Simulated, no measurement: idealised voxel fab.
Process module name: voxel tone inversion
Cross-sectional view cut (width: 260 nm; square cell size: 5 nm).
Think of the cross-section as a grid of square cells. We describe it in bands, top to bottom, and each band covers one or more rows of those cells. Heights first: top, then bottom, in nm. Then materials, left to right, each with a width in nm. "edge to edge" on a single material: fills the band edge to edge. "empty": empty space. Basically, 0 is our baseline, since under it the wafer straight out of the box is all one material. The bottom band has no lower end and keeps on going down, so it looks like "0..down". Note: "30..40" means the width goes from the first number (top row of the band) to the second number (bottom row) in equal steps per row of cells. "no change" after a step means that no cell of the cross-section changed. "Catalogued sealed voids" contains a list of empty spaces, each no smaller than 8 cells and without an open way to the top, written in the form width x height at distance with the distance from the left edge and all three in nm. It should be noted that, on the line of a given step, the content following the step's settings is a remark produced by the simulator itself with respect to that step. The optional step-line setting "overlay nm" applies to steps with a mask and quantifies how far to the right of its planned location the mask lay, a negative value indicating leftward placement.
Process steps (planned)
step 1: RECEIVE | material Si
step 2: CONFORMAL_DEP | material SiCN | thk nm 10
step 3: DIRECTIONAL_DEP | material aC | thk nm 20
step 4: PATTERN | tone cover | mask id POSTS | material resist | width nm 20 | pitch nm 45 | thk nm 30 | overlay nm 0
step 5: DIRECTIONAL_ETCH | etch materials aC | depth nm 20
step 6: STRIP | etch materials resist
step 7: FILL_DEP | material lowk | thk nm 10
step 8: CMP | height nm 30
step 9: STRIP | etch materials aC
step 10: CONFORMAL_DEP | material TiN | thk nm 5
step 11: FILL_DEP | material Cu | thk nm 5
step 12: CMP | height nm 30
step 13: CONFORMAL_DEP | material SiN | thk nm 5
Wafer as received: cross-section following step 1
- 0..down | Si edge to edge
- Catalogued sealed voids: none
The first of two wafers, cross-sectioned at the end of the module, with the run proceeding as planned
- 35..30 | SiN edge to edge
- 30..15 | lowk (75), TiN (5), Cu (10), TiN (5), lowk (25), TiN (5), Cu (10), TiN (5), lowk (25), TiN (5), Cu (10), TiN (5), lowk (75)
- 15..10 | lowk (75), TiN (20), lowk (25), TiN (20), lowk (25), TiN (20), lowk (75)
- 10..0 | SiCN edge to edge
- 0..down | Si edge to edge
- Catalogued sealed voids: none
Second wafer through the module, sectioned at the end: same beginning and same plan as the first wafer, with one mistake in carrying it out
- 35..30 | SiN edge to edge
- 30..15 | lowk (65), TiN (5), Cu (10), TiN (5), lowk (25), TiN (5), Cu (10), TiN (5), lowk (25), TiN (5), Cu (10), TiN (5), lowk (85)
- 15..10 | lowk (65), TiN (20), lowk (25), TiN (20), lowk (25), TiN (20), lowk (85)
- 10..0 | SiCN edge to edge
- 0..down | Si edge to edge
- Catalogued sealed voids: none
Against the plan, the run slipped here: the process deviated at step 4: the operation and settings actually run there were PATTERN | tone cover | mask id POSTS | material resist | width nm 20 | pitch nm 45 | thk nm 30 | overlay nm -10
Matching per-material cell counts, mismatched positions: that is how the second wafer compares with the first at the end.
